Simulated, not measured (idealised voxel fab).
process module | voxel transistor to metal
cross-section cut | 160 nm wide | cells 5 nm
A cross-section is a grid of square cells, given in bands from the top down. A band is one or more rows of cells.
Each band's line starts with the height of the band's top and of its bottom, in nm. Then come its materials from left to right, each with its width in nm. One material with "throughout" fills the band from edge to edge. "air" is empty space.
Height 0 is the level under which the wafer as received is all one material. The lowest band goes on downwards, as in "0 down".
A width such as "30 to 40" changes by the same amount from each row of cells to the next, from the band's top row to its bottom row.
"no change" after a step means that no cell of the cross-section changed.
closed voids: empty space of 8 cells or more with no open way to the top, each as width x height at its distance from the left edge, in nm
after a step's settings: what the simulator itself notes on the step
overlay nm, on a step with a mask: how far to the right of its planned place the mask lay; to the left if negative
plan
1 op RECEIVE | material Si
2 op OXIDIZE | depth nm 5
3 op CONFORMAL_DEP | material SiN | thk nm 15
4 op DIRECTIONAL_DEP | material aC | thk nm 10
5 op PATTERN | tone cover | mask id ACTIVE | material resist | width nm 125 | thk nm 25 | overlay nm 0
6 op DIRECTIONAL_ETCH | etch materials aC | depth nm 10
7 op STRIP | etch materials resist
8 op DIRECTIONAL_ETCH | etch materials SiN | depth nm 15
9 op DIRECTIONAL_ETCH | etch materials SiO2 | depth nm 5
10 op DIRECTIONAL_ETCH | etch materials Si | depth nm 20
11 op STRIP | etch materials aC
12 op FILL_DEP | material SiO2 | thk nm 5
13 op CMP | height nm 15
14 op SELECTIVE_ETCH | etch materials SiO2 | depth nm 15
15 op STRIP | etch materials SiN
16 op SELECTIVE_ETCH | etch materials SiO2 | depth nm 5
17 op OXIDIZE | depth nm 5
18 op DIRECTIONAL_DEP | material polySi | thk nm 25
19 op DIRECTIONAL_DEP | material SiCN | thk nm 15
20 op MASKED_ETCH | tone cover | mask id GATE | width nm 35 | etch materials SiCN | depth nm 25 | overlay nm 0
21 op MASKED_ETCH | tone cover | mask id GATE | width nm 35 | etch materials polySi | depth nm 35 | overlay nm 0
22 op CONFORMAL_DEP | material SiN | thk nm 5
23 op DIRECTIONAL_ETCH | etch materials SiN | depth nm 5
24 op DIRECTIONAL_ETCH | etch materials SiO2 | depth nm 5
25 op DIRECTIONAL_ETCH | etch materials Si | depth nm 15
26 op EPI | material pSi | thk nm 20
27 op FILL_DEP | material SiO2 | thk nm 10
28 op CMP | height nm 20
29 op STRIP | etch materials polySi
30 op SELECTIVE_ETCH | etch materials SiO2 | depth nm 5
31 op CONFORMAL_DEP | material HfO2 | thk nm 5
32 op CONFORMAL_DEP | material TiN | thk nm 5
33 op FILL_DEP | material W | thk nm 5
34 op CMP | height nm 15
35 op DIRECTIONAL_DEP | material SiO2 | thk nm 10
36 op DIRECTIONAL_DEP | material aC | thk nm 10
37 op PATTERN | tone open | mask id CONTACT | material resist | width nm 20 | pitch nm 95 | thk nm 25 | overlay nm 0
38 op DIRECTIONAL_ETCH | etch materials aC | depth nm 10
39 op STRIP | etch materials resist
40 op DIRECTIONAL_ETCH | etch materials SiO2 | depth nm 30
41 op STRIP | etch materials aC
42 op CONFORMAL_DEP | material TiN | thk nm 5
43 op FILL_DEP | material Ru | thk nm 5
44 op CMP | height nm 25
45 op DIRECTIONAL_DEP | material TiN | thk nm 5
46 op DIRECTIONAL_DEP | material W | thk nm 20
47 op MASKED_ETCH | tone cover | mask id METAL_1 | width nm 20 | pitch nm 95 | etch materials W | depth nm 20 | overlay nm 0
48 op MASKED_ETCH | tone cover | mask id METAL_1 | width nm 20 | pitch nm 95 | etch materials TiN | depth nm 5 | overlay nm -5
49 op CONFORMAL_DEP | material SiCN | thk nm 5
50 op FILL_DEP | material lowk | thk nm 10
51 op CMP | height nm 50
52 op CONFORMAL_DEP | material SiN | thk nm 5
varied across the wafers: overlay nm of step 48. The plan shows the first wafer's value. All wafers start alike
first wafer as received, after step 1
  0 down: Si throughout
  closed voids: none
first wafer at the end, after step 52
  55 to 50: SiN throughout
  50 to 35: lowk 15 | SiCN 5 | W 20 | SiCN 5 | lowk 65 | SiCN 5 | W 20 | SiCN 5 | lowk 20
  35 to 30: lowk 10 | SiCN 10 | W 20 | SiCN 5 | lowk 60 | SiCN 10 | W 20 | SiCN 5 | lowk 20
  30 to 25: SiCN 15 | TiN 25 | SiCN 70 | TiN 25 | SiCN 25
  25 to 15: SiO2 20 | TiN 5 | Ru 10 | TiN 5 | SiO2 75 | TiN 5 | Ru 10 | TiN 5 | SiO2 25
  15 to 10: SiO2 20 | TiN 5 | Ru 5 | TiN 10 | SiO2 15 | SiN 5 | HfO2 5 | TiN 5 | W 15 | TiN 5 | HfO2 5 | SiN 5 | SiO2 15 | TiN 10 | Ru 5 | TiN 5 | SiO2 25
  10 to 0: SiO2 20 | TiN 5 | Ru 5 | TiN 5 | pSi 20 | SiN 5 | HfO2 5 | TiN 5 | W 15 | TiN 5 | HfO2 5 | SiN 5 | pSi 20 | TiN 5 | Ru 5 | TiN 5 | SiO2 25
  0 to -5: SiO2 20 | TiN 15 | pSi 20 | SiN 5 | HfO2 5 | TiN 25 | HfO2 5 | SiN 5 | pSi 20 | TiN 15 | SiO2 25
  -5 to -10: SiO2 10 | pSi 45 | HfO2 45 | pSi 45 | SiO2 15
  -10 to -25: SiO2 15 | pSi 40 | Si 45 | pSi 40 | SiO2 20
  -25 down: Si throughout
  closed voids: none
last wafer at the end
  55 to 50: SiN throughout
  50 to 35: lowk 15 | SiCN 5 | W 20 | SiCN 5 | lowk 65 | SiCN 5 | W 20 | SiCN 5 | lowk 20
  35 to 30: lowk 15 | SiCN 5 | W 20 | SiCN 15 | lowk 55 | SiCN 5 | W 20 | SiCN 15 | lowk 10
  30 to 25: SiCN 20 | TiN 30 | SiCN 65 | TiN 30 | SiCN 15
  25 to 15: SiO2 20 | TiN 5 | Ru 10 | TiN 5 | SiO2 75 | TiN 5 | Ru 10 | TiN 5 | SiO2 25
  15 to 10: SiO2 20 | TiN 5 | Ru 5 | TiN 10 | SiO2 15 | SiN 5 | HfO2 5 | TiN 5 | W 15 | TiN 5 | HfO2 5 | SiN 5 | SiO2 15 | TiN 10 | Ru 5 | TiN 5 | SiO2 25
  10 to 0: SiO2 20 | TiN 5 | Ru 5 | TiN 5 | pSi 20 | SiN 5 | HfO2 5 | TiN 5 | W 15 | TiN 5 | HfO2 5 | SiN 5 | pSi 20 | TiN 5 | Ru 5 | TiN 5 | SiO2 25
  0 to -5: SiO2 20 | TiN 15 | pSi 20 | SiN 5 | HfO2 5 | TiN 25 | HfO2 5 | SiN 5 | pSi 20 | TiN 15 | SiO2 25
  -5 to -10: SiO2 10 | pSi 45 | HfO2 45 | pSi 45 | SiO2 15
  -10 to -25: SiO2 15 | pSi 40 | Si 45 | pSi 40 | SiO2 20
  -25 down: Si throughout
  closed voids: none
each wafer at the end: cells of each material gained (+) or lost (-) since it was received, then its closed voids
overlay nm -5 | +17 HfO2 | +14 Ru | -133 Si | +40 SiCN | +40 SiN | +116 SiO2 | +49 TiN | +41 W | +78 lowk | +90 pSi | closed voids: none
overlay nm 0 | +17 HfO2 | +14 Ru | -133 Si | +40 SiCN | +40 SiN | +116 SiO2 | +47 TiN | +41 W | +80 lowk | +90 pSi | closed voids: none
overlay nm 5 | +17 HfO2 | +14 Ru | -133 Si | +40 SiCN | +40 SiN | +116 SiO2 | +49 TiN | +41 W | +78 lowk | +90 pSi | closed voids: none
overlay nm 10 | +17 HfO2 | +14 Ru | -133 Si | +40 SiCN | +40 SiN | +116 SiO2 | +51 TiN | +41 W | +76 lowk | +90 pSi | closed voids: none
